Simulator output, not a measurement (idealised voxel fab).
process module | voxel self aligned vias
cross-section cut | 155 nm wide | cells 5 nm
A cross-section is a grid of square cells, given in bands from the top down. A band is one or more rows of cells.
Each band's line starts with the height of the band's top and of its bottom, in nm. Then come its materials from left to right, each with its width in nm. One material with "throughout" fills the band from edge to edge. "air" is empty space.
Height 0 is the level under which the wafer as received is all one material. The lowest band goes on downwards, as in "0 down".
A width such as "30 to 40" changes by the same amount from each row of cells to the next, from the band's top row to its bottom row.
"no change" after a step means that no cell of the cross-section changed.
closed voids: empty space of 8 cells or more with no open way to the top, each as width x height at its distance from the left edge, in nm
after a step's settings: what the simulator itself notes on the step
overlay nm, on a step with a mask: how far to the right of its planned place the mask lay; to the left if negative
plan
1 op RECEIVE | material Si
2 op CONFORMAL_DEP | material SiO2 | thk nm 15
3 op CONFORMAL_DEP | material SiCN | thk nm 5
4 op DIRECTIONAL_DEP | material lowk | thk nm 30
5 op DIRECTIONAL_DEP | material aC | thk nm 15
6 op PATTERN | tone open | mask id LINES | material resist | width nm 25 | pitch nm 75 | thk nm 35 | overlay nm 0
7 op DIRECTIONAL_ETCH | etch materials aC | depth nm 15
8 op STRIP | etch materials resist
9 op DIRECTIONAL_ETCH | etch materials lowk | depth nm 30
10 op STRIP | etch materials aC
11 op CONFORMAL_DEP | material TiN | thk nm 5
12 op FILL_DEP | material Ru | thk nm 5
13 op CMP | height nm 50
14 op SELECTIVE_ETCH | etch materials W Ru TiN | depth nm 5
15 op FILL_DEP | material SiN | thk nm 10
16 op CMP | height nm 50
17 op DIRECTIONAL_DEP | material lowk | thk nm 20
18 op DIRECTIONAL_DEP | material aC | thk nm 10
19 op PATTERN | tone open | mask id VIAS | material resist | width nm 45 | pitch nm 75 | thk nm 30 | overlay nm 0
20 op DIRECTIONAL_ETCH | etch materials aC | depth nm 10
21 op STRIP | etch materials resist
22 op DIRECTIONAL_ETCH | etch materials lowk | depth nm 20
23 op DIRECTIONAL_ETCH | etch materials SiN | depth nm 5
24 op STRIP | etch materials aC
25 op CONFORMAL_DEP | material TiN | thk nm 5
26 op FILL_DEP | material Ru | thk nm 10
27 op CMP | height nm 70
28 op CONFORMAL_DEP | material SiCN | thk nm 5
as received, after step 1
  0 down: Si throughout
  closed voids: none
first wafer at the end, as planned
  75 to 70: SiCN throughout
  70 to 55: lowk 15 | TiN 5 | Ru 35 | TiN 5 | lowk 30 | TiN 5 | Ru 35 | TiN 5 | lowk 20
  55 to 50: lowk 15 | TiN 15 | Ru 15 | TiN 15 | lowk 30 | TiN 15 | Ru 15 | TiN 15 | lowk 20
  50 to 45: lowk 25 | TiN 25 | lowk 50 | TiN 25 | lowk 30
  45 to 25: lowk 25 | TiN 5 | Ru 15 | TiN 5 | lowk 50 | TiN 5 | Ru 15 | TiN 5 | lowk 30
  25 to 20: lowk 25 | TiN 25 | lowk 50 | TiN 25 | lowk 30
  20 to 15: SiCN throughout
  15 to 0: SiO2 throughout
  0 down: Si throughout
  closed voids: none
second wafer at the end: like start, like plan, one mistake
  75 to 70: SiCN throughout
  70 to 55: Ru 10 | TiN 5 | lowk 45 | TiN 5 | Ru 20 | TiN 5 | lowk 45 | TiN 5 | Ru 15
  55 to 50: TiN 15 | lowk 45 | TiN 30 | lowk 45 | TiN 20
  50 to 45: lowk 25 | SiN 25 | lowk 50 | SiN 25 | lowk 30
  45 to 25: lowk 25 | TiN 5 | Ru 15 | TiN 5 | lowk 50 | TiN 5 | Ru 15 | TiN 5 | lowk 30
  25 to 20: lowk 25 | TiN 25 | lowk 50 | TiN 25 | lowk 30
  20 to 15: SiCN throughout
  15 to 0: SiO2 throughout
  0 down: Si throughout
  closed voids: none
what went wrong: step 19 ran as: op PATTERN | tone cover | mask id VIAS | material resist | width nm 45 | pitch nm 75 | thk nm 30 | overlay nm 0
at the end the second wafer has, in cells: 21 fewer of Ru | 10 more of SiN | 9 fewer of TiN | 20 more of lowk
